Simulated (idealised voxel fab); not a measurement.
This section sets out a process module, namely voxel released beams.
Pictured: cross-section cut, 190 nm wide, on a grid of 5 nm square cells.
Cross-section, as written here: a square-cell grid given band by band from the top down, where a band holds one or more rows of cells.
Top, bottom (nm), then materials left to right with widths (nm); lone material tagged "full width" fills the whole band edge to edge; "blank" = empty space.
Basically, 0 is our baseline, since under it the wafer straight out of the box is all one material. The bottom band has no lower end and keeps on going down, so it looks like "z 0 and below".
Per-row width for "30 to 40": begins at first number (top row of band), ends at second number (bottom row), increment between rows held constant.
Step marked "no modifications"? Then no cell in the cross-section changed in it.
What "Closed void entries" gives you is every empty space of 8 cells or more that is cut off from the top. Each appears as width x height at distance, with the distance taken from the left edge and width, height and distance all in nm.
Text after the settings on a step's line: the simulator's own remark on that step.
Among the settings permitted on a step's line is "overlay nm"; applied to a step with a mask, it specifies the extent to which the mask lay to the right of its planned position, whereas a negative figure signifies a position to the left.
-- Planned step list for the process
1) RECEIVE, material Si
2) CONFORMAL_DEP, material Al2O3, thk nm 5
3) DIRECTIONAL_DEP, material SiO2, thk nm 20
4) MASKED_ETCH, tone open, mask id ANCHOR, width nm 35, etch materials SiO2, depth nm 20, overlay nm 0
5) CONFORMAL_DEP, material W, thk nm 15
6) MASKED_ETCH, tone cover, mask id BEAM, width nm 90, etch materials W, depth nm 5, overlay nm 0
7) STRIP, etch materials SiO2
The plan's step 6 depth nm is the first wafer's value; the wafers differ in this setting and start identical.
-- So this is the first of several wafers, cross-sectioned as it came to us, meaning it's at the end of step 1
  z 0 and below | Si full width
  Closed void entries: none
-- First of several wafers, sectioned at end of module (last step: step 7)
  z 40 to 35 | 45 of blank; 20 of W; 5 of blank; 65 of W; 55 of blank
  z 35 to 25 | 65 of W; 5 of blank; 120 of W
  z 25 to 20 | 50 of SiO2; 15 of W; 5 of blank; 15 of W; 105 of SiO2
  z 20 to 5 | 50 of SiO2; 35 of W; 105 of SiO2
  z 5 to 0 | Al2O3 full width
  z 0 and below | Si full width
  Closed void entries: none
-- So this is the cross-section on the last wafer at the end of the module
  z 40 to 25 | 45 of blank; 20 of W; 5 of blank; 65 of W; 55 of blank
  z 25 to 20 | 50 of blank; 15 of W; 5 of blank; 15 of W; 105 of blank
  z 20 to 5 | 50 of blank; 35 of W; 105 of blank
  z 5 to 0 | Al2O3 full width
  z 0 and below | Si full width
  Closed void entries: none
-- Gained (+) or lost (-) cells of each material since receipt, then closed voids: one row per wafer, at the end of the module
depth nm 5 | +38 Al2O3 | +124 SiO2 | +118 W | Closed void entries: none
depth nm 10 | +38 Al2O3 | +124 SiO2 | +98 W | Closed void entries: none
depth nm 15 | +38 Al2O3 | +78 W | Closed void entries: none
depth nm 20 | +38 Al2O3 | +78 W | Closed void entries: none
depth nm 25 | +38 Al2O3 | +78 W | Closed void entries: none
depth nm 30 | +38 Al2O3 | +78 W | Closed void entries: none
